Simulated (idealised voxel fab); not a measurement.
The process module presented herein is designated voxel transistor to metal.
Cross-section cut spans 270 nm and uses square cells 5 nm in size.
Just so we're on the same page, the cross-sections are grids of square cells, and they're listed out in bands top to bottom, each band one or more rows deep.
Read a band's entry like this: the first values are the height of its top and the height of its bottom in nm, and what follows is the sequence of materials from left to right, each with its width in nm. Note that "air" is empty space, and that a single material marked "everywhere" reaches across the band from edge to edge.
All heights in this document are referenced to 0, defined as the level beneath which the wafer, as received, consists entirely of one material. The lowest band is not bounded below; it extends indefinitely downward and is written in the form "0 -> down".
The width entry "30..40" should be interpreted row by row: the top row of cells in the band takes the first number, the bottom row takes the second number, and the change between adjacent rows is uniform throughout.
It should be understood that the words "nothing was modified", when stated for a given step, signify that the cross-section underwent no change in any of its cells during that step.
"Enclosed voids" lists enclosed empty spaces (at least 8 cells, no open path upward to the top), each as width x height at distance from the left edge, in nm.
Heads up: the bit after the settings on a step's line is the simulator's remark on that step.
overlay nm: mask right of planned place by this much (step with mask). Neg. = left.
Each of the pairs that make up the rest of this document says: here is the cross-section before one process step, here is the cross-section after it, drawn only down to the lowest band that changed, and here, under the pair, is the step lying between them with its settings. Different pairs may come from different runs of this module on the same starting wafer, so a pair continues from the pair above it only where its entry headed "Incoming structure" says so.

## Incoming structure
> 0 -> down: Si everywhere
> Enclosed voids: none

## State After Step
> 0 -> -5: SiO2 everywhere
> Below -5, no change.
> Enclosed voids: none
The process step bridging the two cross-sections above: op OXIDIZE | depth nm 5

Incoming structure: Please consult the pair immediately above; the cross-section it shows after its step is the state before this step.

## State After Step
> 15 -> 0: SiN everywhere
> Below 0, no change.
> Enclosed voids: none
The process step bridging the two cross-sections above: op CONFORMAL_DEP | material SiN | thk nm 15

Incoming structure: Please consult the pair immediately above; the cross-section it shows after its step is the state before this step.

## State After Step
> 25 -> 15: aC everywhere
> Below 15, no change.
> Enclosed voids: none
The process step bridging the two cross-sections above: op DIRECTIONAL_DEP | material aC | thk nm 10

Incoming structure: Please consult the pair immediately above; the cross-section it shows after its step is the state before this step.

## State After Step
> 55 -> 25: 15 air | 105 resist | 30 air | 105 resist | 15 air
> Below 25, no change.
> Enclosed voids: none
The process step bridging the two cross-sections above: op PATTERN | tone cover | mask id ACTIVE | material resist | width nm 105 | pitch nm 135 | thk nm 30 | overlay nm 0

Incoming structure: Please consult the pair immediately above; the cross-section it shows after its step is the state before this step.

## State After Step
> 45 -> 25: 15 air | 105 resist | 30 air | 105 resist | 15 air
> 25 -> 15: 15 air | 105 aC | 30 air | 105 aC | 15 air
> Below 15, no change.
> Enclosed voids: none
The process step bridging the two cross-sections above: op DIRECTIONAL_ETCH | etch materials aC | depth nm 10

Incoming structure: Please consult the pair immediately above; the cross-section it shows after its step is the state before this step.

## State After Step
> 25 -> 15: 15 air | 105 aC | 30 air | 105 aC | 15 air
> Below 15, no change.
> Enclosed voids: none
The process step bridging the two cross-sections above: op STRIP | etch materials resist

Incoming structure: Please consult the pair immediately above; the cross-section it shows after its step is the state before this step.

## State After Step
> 25 -> 15: 15 air | 105 aC | 30 air | 105 aC | 15 air
> 15 -> 0: 15 air | 105 SiN | 30 air | 105 SiN | 15 air
> Below 0, no change.
> Enclosed voids: none
The process step bridging the two cross-sections above: op DIRECTIONAL_ETCH | etch materials SiN | depth nm 15

Incoming structure: Please consult the pair immediately above; the cross-section it shows after its step is the state before this step.

## State After Step
> 25 -> 15: 15 air | 105 aC | 30 air | 105 aC | 15 air
> 15 -> 0: 15 air | 105 SiN | 30 air | 105 SiN | 15 air
> 0 -> -5: 15 air | 105 SiO2 | 30 air | 105 SiO2 | 15 air
> Below -5, no change.
> Enclosed voids: none
The process step bridging the two cross-sections above: op DIRECTIONAL_ETCH | etch materials SiO2 | depth nm 5

Incoming structure: Please consult the pair immediately above; the cross-section it shows after its step is the state before this step.

## State After Step
> 25 -> 15: 15 air | 105 aC | 30 air | 105 aC | 15 air
> 15 -> 0: 15 air | 105 SiN | 30 air | 105 SiN | 15 air
> 0 -> -5: 15 air | 105 SiO2 | 30 air | 105 SiO2 | 15 air
> -5 -> -40: 15 air | 105 Si | 30 air | 105 Si | 15 air
> Below -40, no change.
> Enclosed voids: none
The process step bridging the two cross-sections above: op DIRECTIONAL_ETCH | etch materials Si | depth nm 35

Incoming structure: Please consult the pair immediately above; the cross-section it shows after its step is the state before this step.

## State After Step
> 15 -> 0: 15 air | 105 SiN | 30 air | 105 SiN | 15 air
> Below 0, no change.
> Enclosed voids: none
The process step bridging the two cross-sections above: op STRIP | etch materials aC

Incoming structure: Please consult the pair immediately above; the cross-section it shows after its step is the state before this step.

## State After Step
> 15 -> 0: 15 air | 105 SiN | 30 air | 105 SiN | 15 air
> 0 -> -5: 15 air | 105 SiO2 | 30 air | 105 SiO2 | 15 air
> -5 -> -40: 15 air | 5 SiO2 | 95 Si | 5 SiO2 | 30 air | 5 SiO2 | 95 Si | 5 SiO2 | 15 air
> -40 -> -45: 20 SiO2 | 95 Si | 40 SiO2 | 95 Si | 20 SiO2
> Below -45, no change.
> Enclosed voids: none
The process step bridging the two cross-sections above: op OXIDIZE | depth nm 5

Incoming structure: Please consult the pair immediately above; the cross-section it shows after its step is the state before this step.

## State After Step
> 30 -> 15: SiO2 everywhere
> 15 -> 0: 15 SiO2 | 105 SiN | 30 SiO2 | 105 SiN | 15 SiO2
> 0 -> -5: SiO2 everywhere
> -5 -> -45: 20 SiO2 | 95 Si | 40 SiO2 | 95 Si | 20 SiO2
> Below -45, no change.
> Enclosed voids: none
The process step bridging the two cross-sections above: op FILL_DEP | material SiO2 | thk nm 15

Incoming structure: Please consult the pair immediately above; the cross-section it shows after its step is the state before this step.

## State After Step
> 15 -> 0: 15 SiO2 | 105 SiN | 30 SiO2 | 105 SiN | 15 SiO2
> Below 0, no change.
> Enclosed voids: none
The process step bridging the two cross-sections above: op CMP | height nm 15

Incoming structure: Please consult the pair immediately above; the cross-section it shows after its step is the state before this step.

## State After Step
> 15 -> 0: 15 air | 105 SiN | 30 air | 105 SiN | 15 air
> Below 0, no change.
> Enclosed voids: none
The process step bridging the two cross-sections above: op SELECTIVE_ETCH | etch materials SiO2 | depth nm 15

Incoming structure: Please consult the pair immediately above; the cross-section it shows after its step is the state before this step.

## State After Step
> 0 -> -5: SiO2 everywhere
> Below -5, no change.
> Enclosed voids: none
The process step bridging the two cross-sections above: op STRIP | etch materials SiN

Incoming structure: Please consult the pair immediately above; the cross-section it shows after its step is the state before this step.

## State After Step
> -5 -> -45: 20 SiO2 | 95 Si | 40 SiO2 | 95 Si | 20 SiO2
> Below -45, no change.
> Enclosed voids: none
The process step bridging the two cross-sections above: op SELECTIVE_ETCH | etch materials SiO2 | depth nm 5

Incoming structure: Please consult the pair immediately above; the cross-section it shows after its step is the state before this step.

## State After Step
> -5 -> -10: SiO2 everywhere
> Below -10, no change.
> Enclosed voids: none
The process step bridging the two cross-sections above: op OXIDIZE | depth nm 5

Incoming structure: Please consult the pair immediately above; the cross-section it shows after its step is the state before this step.

## State After Step
> 20 -> -5: polySi everywhere
> Below -5, no change.
> Enclosed voids: none
The process step bridging the two cross-sections above: op DIRECTIONAL_DEP | material polySi | thk nm 25

Incoming structure: Please consult the pair immediately above; the cross-section it shows after its step is the state before this step.

## State After Step
> 30 -> 20: SiCN everywhere
> Below 20, no change.
> Enclosed voids: none
The process step bridging the two cross-sections above: op DIRECTIONAL_DEP | material SiCN | thk nm 10

Incoming structure: Please consult the pair immediately above; the cross-section it shows after its step is the state before this step.

## State After Step
> 45 -> 30: 55 air | 25 resist | 110 air | 25 resist | 55 air
> Below 30, no change.
> Enclosed voids: none
The process step bridging the two cross-sections above: op PATTERN | tone cover | mask id GATE | material resist | width nm 25 | pitch nm 135 | thk nm 15 | overlay nm 0

Incoming structure: Please consult the pair immediately above; the cross-section it shows after its step is the state before this step.

## State After Step
> 45 -> 30: 55 air | 25 resist | 110 air | 25 resist | 55 air
> 30 -> 20: 55 air | 25 SiCN | 110 air | 25 SiCN | 55 air
> Below 20, no change.
> Enclosed voids: none
The process step bridging the two cross-sections above: op DIRECTIONAL_ETCH | etch materials SiCN | depth nm 20

Incoming structure: Please consult the pair immediately above; the cross-section it shows after its step is the state before this step.

## State After Step
> 45 -> 30: 55 air | 25 resist | 110 air | 25 resist | 55 air
> 30 -> 20: 55 air | 25 SiCN | 110 air | 25 SiCN | 55 air
> 20 -> -5: 55 air | 25 polySi | 110 air | 25 polySi | 55 air
> Below -5, no change.
> Enclosed voids: none
The process step bridging the two cross-sections above: op DIRECTIONAL_ETCH | etch materials polySi | depth nm 35

Incoming structure: Please consult the pair immediately above; the cross-section it shows after its step is the state before this step.

## State After Step
> 30 -> 20: 55 air | 25 SiCN | 110 air | 25 SiCN | 55 air
> Below 20, no change.
> Enclosed voids: none
The process step bridging the two cross-sections above: op STRIP | etch materials resist

Incoming structure: Please consult the pair immediately above; the cross-section it shows after its step is the state before this step.

## State After Step
> 35 -> 30: 50 air | 35 SiO2 | 100 air | 35 SiO2 | 50 air
> 30 -> 20: 50 air | 5 SiO2 | 25 SiCN | 5 SiO2 | 100 air | 5 SiO2 | 25 SiCN | 5 SiO2 | 50 air
> 20 -> 0: 50 air | 5 SiO2 | 25 polySi | 5 SiO2 | 100 air | 5 SiO2 | 25 polySi | 5 SiO2 | 50 air
> 0 -> -5: 55 SiO2 | 25 polySi | 110 SiO2 | 25 polySi | 55 SiO2
> Below -5, no change.
> Enclosed voids: none
The process step bridging the two cross-sections above: op CONFORMAL_DEP | material SiO2 | thk nm 5

Incoming structure: Please consult the pair immediately above; the cross-section it shows after its step is the state before this step.

## State After Step
> 30 -> 20: 50 air | 5 SiO2 | 25 SiCN | 5 SiO2 | 100 air | 5 SiO2 | 25 SiCN | 5 SiO2 | 50 air
> 20 -> -5: 50 air | 5 SiO2 | 25 polySi | 5 SiO2 | 100 air | 5 SiO2 | 25 polySi | 5 SiO2 | 50 air
> Below -5, no change.
> Enclosed voids: none
The process step bridging the two cross-sections above: op DIRECTIONAL_ETCH | etch materials SiO2 | depth nm 5

Incoming structure: Please consult the pair immediately above; the cross-section it shows after its step is the state before this step.

## State After Step
> 35 -> 30: 45 air | 45 SiN | 90 air | 45 SiN | 45 air
> 30 -> 20: 45 air | 5 SiN | 5 SiO2 | 25 SiCN | 5 SiO2 | 5 SiN | 90 air | 5 SiN | 5 SiO2 | 25 SiCN | 5 SiO2 | 5 SiN | 45 air
> 20 -> 0: 45 air | 5 SiN | 5 SiO2 | 25 polySi | 5 SiO2 | 5 SiN | 90 air | 5 SiN | 5 SiO2 | 25 polySi | 5 SiO2 | 5 SiN | 45 air
> 0 -> -5: 50 SiN | 5 SiO2 | 25 polySi | 5 SiO2 | 100 SiN | 5 SiO2 | 25 polySi | 5 SiO2 | 50 SiN
> Below -5, no change.
> Enclosed voids: none
The process step bridging the two cross-sections above: op CONFORMAL_DEP | material SiN | thk nm 5

Incoming structure: Please consult the pair immediately above; the cross-section it shows after its step is the state before this step.

## State After Step
> 30 -> 20: 45 air | 5 SiN | 5 SiO2 | 25 SiCN | 5 SiO2 | 5 SiN | 90 air | 5 SiN | 5 SiO2 | 25 SiCN | 5 SiO2 | 5 SiN | 45 air
> 20 -> -5: 45 air | 5 SiN | 5 SiO2 | 25 polySi | 5 SiO2 | 5 SiN | 90 air | 5 SiN | 5 SiO2 | 25 polySi | 5 SiO2 | 5 SiN | 45 air
> Below -5, no change.
> Enclosed voids: none
The process step bridging the two cross-sections above: op DIRECTIONAL_ETCH | etch materials SiN | depth nm 5

Incoming structure: Please consult the pair immediately above; the cross-section it shows after its step is the state before this step.

## State After Step
> 30 -> 25: 45 air | 5 SiN | 5 air | 25 SiCN | 5 air | 5 SiN | 90 air | 5 SiN | 5 air | 25 SiCN | 5 air | 5 SiN | 45 air
> 25 -> 20: 45 air | 5 SiN | 5 SiO2 | 25 SiCN | 5 SiO2 | 5 SiN | 90 air | 5 SiN | 5 SiO2 | 25 SiCN | 5 SiO2 | 5 SiN | 45 air
> 20 -> -5: 45 air | 5 SiN | 5 SiO2 | 25 polySi | 5 SiO2 | 5 SiN | 90 air | 5 SiN | 5 SiO2 | 25 polySi | 5 SiO2 | 5 SiN | 45 air
> -5 -> -10: 45 air | 45 SiO2 | 90 air | 45 SiO2 | 45 air
> Below -10, no change.
> Enclosed voids: none
The process step bridging the two cross-sections above: op DIRECTIONAL_ETCH | etch materials SiO2 | depth nm 5

Incoming structure: Please consult the pair immediately above; the cross-section it shows after its step is the state before this step.

## State After Step
> 30 -> 25: 45 air | 5 SiN | 5 air | 25 SiCN | 5 air | 5 SiN | 90 air | 5 SiN | 5 air | 25 SiCN | 5 air | 5 SiN | 45 air
> 25 -> 20: 45 air | 5 SiN | 5 SiO2 | 25 SiCN | 5 SiO2 | 5 SiN | 90 air | 5 SiN | 5 SiO2 | 25 SiCN | 5 SiO2 | 5 SiN | 45 air
> 20 -> -5: 45 air | 5 SiN | 5 SiO2 | 25 polySi | 5 SiO2 | 5 SiN | 90 air | 5 SiN | 5 SiO2 | 25 polySi | 5 SiO2 | 5 SiN | 45 air
> -5 -> -10: 45 air | 45 SiO2 | 90 air | 45 SiO2 | 45 air
> -10 -> -20: 20 SiO2 | 25 air | 45 Si | 25 air | 40 SiO2 | 25 air | 45 Si | 25 air | 20 SiO2
> Below -20, no change.
> Enclosed voids: none
The process step bridging the two cross-sections above: op DIRECTIONAL_ETCH | etch materials Si | depth nm 10

Incoming structure: Please consult the pair immediately above; the cross-section it shows after its step is the state before this step.

## State After Step
> 30 -> 25: 45 air | 5 SiN | 5 air | 25 SiCN | 5 air | 5 SiN | 90 air | 5 SiN | 5 air | 25 SiCN | 5 air | 5 SiN | 45 air
> 25 -> 20: 45 air | 5 SiN | 5 SiO2 | 25 SiCN | 5 SiO2 | 5 SiN | 90 air | 5 SiN | 5 SiO2 | 25 SiCN | 5 SiO2 | 5 SiN | 45 air
> 20 -> 5: 45 air | 5 SiN | 5 SiO2 | 25 polySi | 5 SiO2 | 5 SiN | 90 air | 5 SiN | 5 SiO2 | 25 polySi | 5 SiO2 | 5 SiN | 45 air
> 5 -> -5: 30 air | 15 pSi | 5 SiN | 5 SiO2 | 25 polySi | 5 SiO2 | 5 SiN | 15 pSi | 60 air | 15 pSi | 5 SiN | 5 SiO2 | 25 polySi | 5 SiO2 | 5 SiN | 15 pSi | 30 air
> -5 -> -10: 15 air | 30 pSi | 45 SiO2 | 30 pSi | 30 air | 30 pSi | 45 SiO2 | 30 pSi | 15 air
> -10 -> -20: 20 SiO2 | 25 pSi | 45 Si | 25 pSi | 40 SiO2 | 25 pSi | 45 Si | 25 pSi | 20 SiO2
> Below -20, no change.
> Enclosed voids: none
The process step bridging the two cross-sections above: op EPI | material pSi | thk nm 15

Incoming structure: Please consult the pair immediately above; the cross-section it shows after its step is the state before this step.

## State After Step
> 35 -> 30: SiO2 everywhere
> 30 -> 20: 45 SiO2 | 5 SiN | 5 SiO2 | 25 SiCN | 5 SiO2 | 5 SiN | 90 SiO2 | 5 SiN | 5 SiO2 | 25 SiCN | 5 SiO2 | 5 SiN | 45 SiO2
> 20 -> 5: 45 SiO2 | 5 SiN | 5 SiO2 | 25 polySi | 5 SiO2 | 5 SiN | 90 SiO2 | 5 SiN | 5 SiO2 | 25 polySi | 5 SiO2 | 5 SiN | 45 SiO2
> 5 -> -5: 30 SiO2 | 15 pSi | 5 SiN | 5 SiO2 | 25 polySi | 5 SiO2 | 5 SiN | 15 pSi | 60 SiO2 | 15 pSi | 5 SiN | 5 SiO2 | 25 polySi | 5 SiO2 | 5 SiN | 15 pSi | 30 SiO2
> -5 -> -10: 15 SiO2 | 30 pSi | 45 SiO2 | 30 pSi | 30 SiO2 | 30 pSi | 45 SiO2 | 30 pSi | 15 SiO2
> Below -10, no change.
> Enclosed voids: none
The process step bridging the two cross-sections above: op FILL_DEP | material SiO2 | thk nm 5

Incoming structure: Please consult the pair immediately above; the cross-section it shows after its step is the state before this step.

## State After Step
> 30 -> 20: 45 SiO2 | 5 SiN | 5 SiO2 | 25 SiCN | 5 SiO2 | 5 SiN | 90 SiO2 | 5 SiN | 5 SiO2 | 25 SiCN | 5 SiO2 | 5 SiN | 45 SiO2
> Below 20, no change.
> Enclosed voids: none
The process step bridging the two cross-sections above: op CMP | height nm 30

Incoming structure: Please consult the pair immediately above; the cross-section it shows after its step is the state before this step.

## State After Step
> 40 -> 30: SiO2 everywhere
> Below 30, no change.
> Enclosed voids: none
The process step bridging the two cross-sections above: op DIRECTIONAL_DEP | material SiO2 | thk nm 10

Incoming structure: Please consult the pair immediately above; the cross-section it shows after its step is the state before this step.

## State After Step
> 40 -> 30: 20 SiO2 | 15 air | 65 SiO2 | 15 air | 40 SiO2 | 15 air | 65 SiO2 | 15 air | 20 SiO2
> 30 -> 20: 20 SiO2 | 15 air | 10 SiO2 | 5 SiN | 5 SiO2 | 25 SiCN | 5 SiO2 | 5 SiN | 10 SiO2 | 15 air | 40 SiO2 | 15 air | 10 SiO2 | 5 SiN | 5 SiO2 | 25 SiCN | 5 SiO2 | 5 SiN | 10 SiO2 | 15 air | 20 SiO2
> 20 -> 5: 20 SiO2 | 15 air | 10 SiO2 | 5 SiN | 5 SiO2 | 25 polySi | 5 SiO2 | 5 SiN | 10 SiO2 | 15 air | 40 SiO2 | 15 air | 10 SiO2 | 5 SiN | 5 SiO2 | 25 polySi | 5 SiO2 | 5 SiN | 10 SiO2 | 15 air | 20 SiO2
> 5 -> -5: 20 SiO2 | 10 air | 15 pSi | 5 SiN | 5 SiO2 | 25 polySi | 5 SiO2 | 5 SiN | 15 pSi | 10 air | 40 SiO2 | 10 air | 15 pSi | 5 SiN | 5 SiO2 | 25 polySi | 5 SiO2 | 5 SiN | 15 pSi | 10 air | 20 SiO2
> Below -5, no change.
> Enclosed voids: none
The process step bridging the two cross-sections above: op MASKED_ETCH | tone open | mask id CONTACT | width nm 15 | etch materials SiO2 | depth nm 45 | overlay nm 0

Incoming structure: Please consult the pair immediately above; the cross-section it shows after its step is the state before this step.

## State After Step
> 45 -> 40: 25 TiN | 5 air | 75 TiN | 5 air | 50 TiN | 5 air | 75 TiN | 5 air | 25 TiN
> 40 -> 30: 20 SiO2 | 5 TiN | 5 air | 5 TiN | 65 SiO2 | 5 TiN | 5 air | 5 TiN | 40 SiO2 | 5 TiN | 5 air | 5 TiN | 65 SiO2 | 5 TiN | 5 air | 5 TiN | 20 SiO2
> 30 -> 20: 20 SiO2 | 5 TiN | 5 air | 5 TiN | 10 SiO2 | 5 SiN | 5 SiO2 | 25 SiCN | 5 SiO2 | 5 SiN | 10 SiO2 | 5 TiN | 5 air | 5 TiN | 40 SiO2 | 5 TiN | 5 air | 5 TiN | 10 SiO2 | 5 SiN | 5 SiO2 | 25 SiCN | 5 SiO2 | 5 SiN | 10 SiO2 | 5 TiN | 5 air | 5 TiN | 20 SiO2
> 20 -> 10: 20 SiO2 | 5 TiN | 5 air | 5 TiN | 10 SiO2 | 5 SiN | 5 SiO2 | 25 polySi | 5 SiO2 | 5 SiN | 10 SiO2 | 5 TiN | 5 air | 5 TiN | 40 SiO2 | 5 TiN | 5 air | 5 TiN | 10 SiO2 | 5 SiN | 5 SiO2 | 25 polySi | 5 SiO2 | 5 SiN | 10 SiO2 | 5 TiN | 5 air | 5 TiN | 20 SiO2
> 10 -> 5: 20 SiO2 | 15 TiN | 10 SiO2 | 5 SiN | 5 SiO2 | 25 polySi | 5 SiO2 | 5 SiN | 10 SiO2 | 15 TiN | 40 SiO2 | 15 TiN | 10 SiO2 | 5 SiN | 5 SiO2 | 25 polySi | 5 SiO2 | 5 SiN | 10 SiO2 | 15 TiN | 20 SiO2
> 5 -> -5: 20 SiO2 | 10 TiN | 15 pSi | 5 SiN | 5 SiO2 | 25 polySi | 5 SiO2 | 5 SiN | 15 pSi | 10 TiN | 40 SiO2 | 10 TiN | 15 pSi | 5 SiN | 5 SiO2 | 25 polySi | 5 SiO2 | 5 SiN | 15 pSi | 10 TiN | 20 SiO2
> Below -5, no change.
> Enclosed voids: none
The process step bridging the two cross-sections above: op CONFORMAL_DEP | material TiN | thk nm 5

Incoming structure: Please consult the pair immediately above; the cross-section it shows after its step is the state before this step.

## State After Step
> 55 -> 45: W everywhere
> 45 -> 40: 25 TiN | 5 W | 75 TiN | 5 W | 50 TiN | 5 W | 75 TiN | 5 W | 25 TiN
> 40 -> 30: 20 SiO2 | 5 TiN | 5 W | 5 TiN | 65 SiO2 | 5 TiN | 5 W | 5 TiN | 40 SiO2 | 5 TiN | 5 W | 5 TiN | 65 SiO2 | 5 TiN | 5 W | 5 TiN | 20 SiO2
> 30 -> 20: 20 SiO2 | 5 TiN | 5 W | 5 TiN | 10 SiO2 | 5 SiN | 5 SiO2 | 25 SiCN | 5 SiO2 | 5 SiN | 10 SiO2 | 5 TiN | 5 W | 5 TiN | 40 SiO2 | 5 TiN | 5 W | 5 TiN | 10 SiO2 | 5 SiN | 5 SiO2 | 25 SiCN | 5 SiO2 | 5 SiN | 10 SiO2 | 5 TiN | 5 W | 5 TiN | 20 SiO2
> 20 -> 10: 20 SiO2 | 5 TiN | 5 W | 5 TiN | 10 SiO2 | 5 SiN | 5 SiO2 | 25 polySi | 5 SiO2 | 5 SiN | 10 SiO2 | 5 TiN | 5 W | 5 TiN | 40 SiO2 | 5 TiN | 5 W | 5 TiN | 10 SiO2 | 5 SiN | 5 SiO2 | 25 polySi | 5 SiO2 | 5 SiN | 10 SiO2 | 5 TiN | 5 W | 5 TiN | 20 SiO2
> Below 10, no change.
> Enclosed voids: none
The process step bridging the two cross-sections above: op FILL_DEP | material W | thk nm 10

Incoming structure: Please consult the pair immediately above; the cross-section it shows after its step is the state before this step.

## State After Step
> 40 -> 30: 20 SiO2 | 5 TiN | 5 W | 5 TiN | 65 SiO2 | 5 TiN | 5 W | 5 TiN | 40 SiO2 | 5 TiN | 5 W | 5 TiN | 65 SiO2 | 5 TiN | 5 W | 5 TiN | 20 SiO2
> Below 30, no change.
> Enclosed voids: none
The process step bridging the two cross-sections above: op CMP | height nm 40

Incoming structure: Please consult the pair immediately above; the cross-section it shows after its step is the state before this step.

## State After Step
> 45 -> 40: TiN everywhere
> Below 40, no change.
> Enclosed voids: none
The process step bridging the two cross-sections above: op DIRECTIONAL_DEP | material TiN | thk nm 5

Incoming structure: Please consult the pair immediately above; the cross-section it shows after its step is the state before this step.

## State After Step
> 70 -> 45: W everywhere
> Below 45, no change.
> Enclosed voids: none
The process step bridging the two cross-sections above: op DIRECTIONAL_DEP | material W | thk nm 25

Incoming structure: Please consult the pair immediately above; the cross-section it shows after its step is the state before this step.

## State After Step
> 90 -> 70: 20 air | 15 resist | 65 air | 15 resist | 40 air | 15 resist | 65 air | 15 resist | 20 air
> Below 70, no change.
> Enclosed voids: none
The process step bridging the two cross-sections above: op PATTERN | tone cover | mask id METAL_1 | material resist | width nm 15 | thk nm 20 | overlay nm 0

Incoming structure: Please consult the pair immediately above; the cross-section it shows after its step is the state before this step.

## State After Step
> 90 -> 70: 20 air | 15 resist | 65 air | 15 resist | 40 air | 15 resist | 65 air | 15 resist | 20 air
> 70 -> 45: 20 air | 15 W | 65 air | 15 W | 40 air | 15 W | 65 air | 15 W | 20 air
> Below 45, no change.
> Enclosed voids: none
The process step bridging the two cross-sections above: op DIRECTIONAL_ETCH | etch materials W | depth nm 25

Incoming structure: Please consult the pair immediately above; the cross-section it shows after its step is the state before this step.

## State After Step
> 90 -> 70: 20 air | 15 resist | 65 air | 15 resist | 40 air | 15 resist | 65 air | 15 resist | 20 air
> 70 -> 45: 20 air | 15 W | 65 air | 15 W | 40 air | 15 W | 65 air | 15 W | 20 air
> 45 -> 40: 20 air | 15 TiN | 65 air | 15 TiN | 40 air | 15 TiN | 65 air | 15 TiN | 20 air
> Below 40, no change.
> Enclosed voids: none
The process step bridging the two cross-sections above: op DIRECTIONAL_ETCH | etch materials TiN | depth nm 5

Incoming structure: Please consult the pair immediately above; the cross-section it shows after its step is the state before this step.

## State After Step
> 70 -> 45: 20 air | 15 W | 65 air | 15 W | 40 air | 15 W | 65 air | 15 W | 20 air
> Below 45, no change.
> Enclosed voids: none
The process step bridging the two cross-sections above: op STRIP | etch materials resist

Incoming structure: Please consult the pair immediately above; the cross-section it shows after its step is the state before this step.

## State After Step
> 75 -> 70: 15 air | 25 SiCN | 55 air | 25 SiCN | 30 air | 25 SiCN | 55 air | 25 SiCN | 15 air
> 70 -> 45: 15 air | 5 SiCN | 15 W | 5 SiCN | 55 air | 5 SiCN | 15 W | 5 SiCN | 30 air | 5 SiCN | 15 W | 5 SiCN | 55 air | 5 SiCN | 15 W | 5 SiCN | 15 air
> 45 -> 40: 20 SiCN | 15 TiN | 65 SiCN | 15 TiN | 40 SiCN | 15 TiN | 65 SiCN | 15 TiN | 20 SiCN
> Below 40, no change.
> Enclosed voids: none
The process step bridging the two cross-sections above: op CONFORMAL_DEP | material SiCN | thk nm 5

Incoming structure: Please consult the pair immediately above; the cross-section it shows after its step is the state before this step.

## State After Step
> 80 -> 75: SiO2 everywhere
> 75 -> 70: 15 SiO2 | 25 SiCN | 55 SiO2 | 25 SiCN | 30 SiO2 | 25 SiCN | 55 SiO2 | 25 SiCN | 15 SiO2
> 70 -> 45: 15 SiO2 | 5 SiCN | 15 W | 5 SiCN | 55 SiO2 | 5 SiCN | 15 W | 5 SiCN | 30 SiO2 | 5 SiCN | 15 W | 5 SiCN | 55 SiO2 | 5 SiCN | 15 W | 5 SiCN | 15 SiO2
> Below 45, no change.
> Enclosed voids: none
The process step bridging the two cross-sections above: op FILL_DEP | material SiO2 | thk nm 5

Incoming structure: Please consult the pair immediately above; the cross-section it shows after its step is the state before this step.

## State After Step
> 70 -> 45: 15 SiO2 | 5 SiCN | 15 W | 5 SiCN | 55 SiO2 | 5 SiCN | 15 W | 5 SiCN | 30 SiO2 | 5 SiCN | 15 W | 5 SiCN | 55 SiO2 | 5 SiCN | 15 W | 5 SiCN | 15 SiO2
> Below 45, no change.
> Enclosed voids: none
The process step bridging the two cross-sections above: op CMP | height nm 70

Incoming structure: Please consult the pair immediately above; the cross-section it shows after its step is the state before this step.

## State After Step
> 75 -> 70: SiCN everywhere
> Below 70, no change.
> Enclosed voids: none
The process step bridging the two cross-sections above: op CONFORMAL_DEP | material SiCN | thk nm 5

## Incoming structure
> 30 -> 20: 55 air | 25 SiCN | 110 air | 25 SiCN | 55 air
> 20 -> -5: 55 air | 25 polySi | 110 air | 25 polySi | 55 air
> -5 -> -10: SiO2 everywhere
> -10 -> -45: 20 SiO2 | 95 Si | 40 SiO2 | 95 Si | 20 SiO2
> -45 -> down: Si everywhere
> Enclosed voids: none

## State After Step
> 30 -> 20: 55 air | 25 SiCN | 110 air | 25 SiCN | 55 air
> 20 -> -5: 55 air | 25 polySi | 110 air | 25 polySi | 55 air
> -5 -> -10: 55 air | 25 SiO2 | 110 air | 25 SiO2 | 55 air
> Below -10, no change.
> Enclosed voids: none
The process step bridging the two cross-sections above: op DIRECTIONAL_ETCH | etch materials SiO2 | depth nm 5

Incoming structure: Please consult the pair immediately above; the cross-section it shows after its step is the state before this step.

## State After Step
> 35 -> 30: 50 air | 35 SiN | 100 air | 35 SiN | 50 air
> 30 -> 20: 50 air | 5 SiN | 25 SiCN | 5 SiN | 100 air | 5 SiN | 25 SiCN | 5 SiN | 50 air
> 20 -> -5: 50 air | 5 SiN | 25 polySi | 5 SiN | 100 air | 5 SiN | 25 polySi | 5 SiN | 50 air
> -5 -> -10: 55 SiN | 25 SiO2 | 110 SiN | 25 SiO2 | 55 SiN
> Below -10, no change.
> Enclosed voids: none
The process step bridging the two cross-sections above: op CONFORMAL_DEP | material SiN | thk nm 5

Incoming structure: Please consult the pair immediately above; the cross-section it shows after its step is the state before this step.

## State After Step
> 30 -> 20: 50 air | 5 SiN | 25 SiCN | 5 SiN | 100 air | 5 SiN | 25 SiCN | 5 SiN | 50 air
> 20 -> -5: 50 air | 5 SiN | 25 polySi | 5 SiN | 100 air | 5 SiN | 25 polySi | 5 SiN | 50 air
> -5 -> -10: 50 air | 5 SiN | 25 SiO2 | 5 SiN | 100 air | 5 SiN | 25 SiO2 | 5 SiN | 50 air
> Below -10, no change.
> Enclosed voids: none
The process step bridging the two cross-sections above: op DIRECTIONAL_ETCH | etch materials SiN | depth nm 5

Incoming structure: Please consult the pair immediately above; the cross-section it shows after its step is the state before this step.

## State After Step
> 30 -> 20: 50 air | 5 SiN | 25 SiCN | 5 SiN | 100 air | 5 SiN | 25 SiCN | 5 SiN | 50 air
> 20 -> -5: 50 air | 5 SiN | 25 polySi | 5 SiN | 100 air | 5 SiN | 25 polySi | 5 SiN | 50 air
> -5 -> -10: 50 air | 5 SiN | 25 SiO2 | 5 SiN | 100 air | 5 SiN | 25 SiO2 | 5 SiN | 50 air
> -10 -> -15: 20 air | 95 Si | 40 air | 95 Si | 20 air
> Below -15, no change.
> Enclosed voids: none
The process step bridging the two cross-sections above: op DIRECTIONAL_ETCH | etch materials SiO2 | depth nm 5

Incoming structure: Please consult the pair immediately above; the cross-section it shows after its step is the state before this step.

## State After Step
> 30 -> 20: 50 air | 5 SiN | 25 SiCN | 5 SiN | 100 air | 5 SiN | 25 SiCN | 5 SiN | 50 air
> 20 -> -5: 50 air | 5 SiN | 25 polySi | 5 SiN | 100 air | 5 SiN | 25 polySi | 5 SiN | 50 air
> -5 -> -10: 50 air | 5 SiN | 25 SiO2 | 5 SiN | 100 air | 5 SiN | 25 SiO2 | 5 SiN | 50 air
> -10 -> -15: 50 air | 35 Si | 100 air | 35 Si | 50 air
> -15 -> -20: 20 SiO2 | 30 air | 35 Si | 30 air | 40 SiO2 | 30 air | 35 Si | 30 air | 20 SiO2
> Below -20, no change.
> Enclosed voids: none
The process step bridging the two cross-sections above: op DIRECTIONAL_ETCH | etch materials Si | depth nm 10
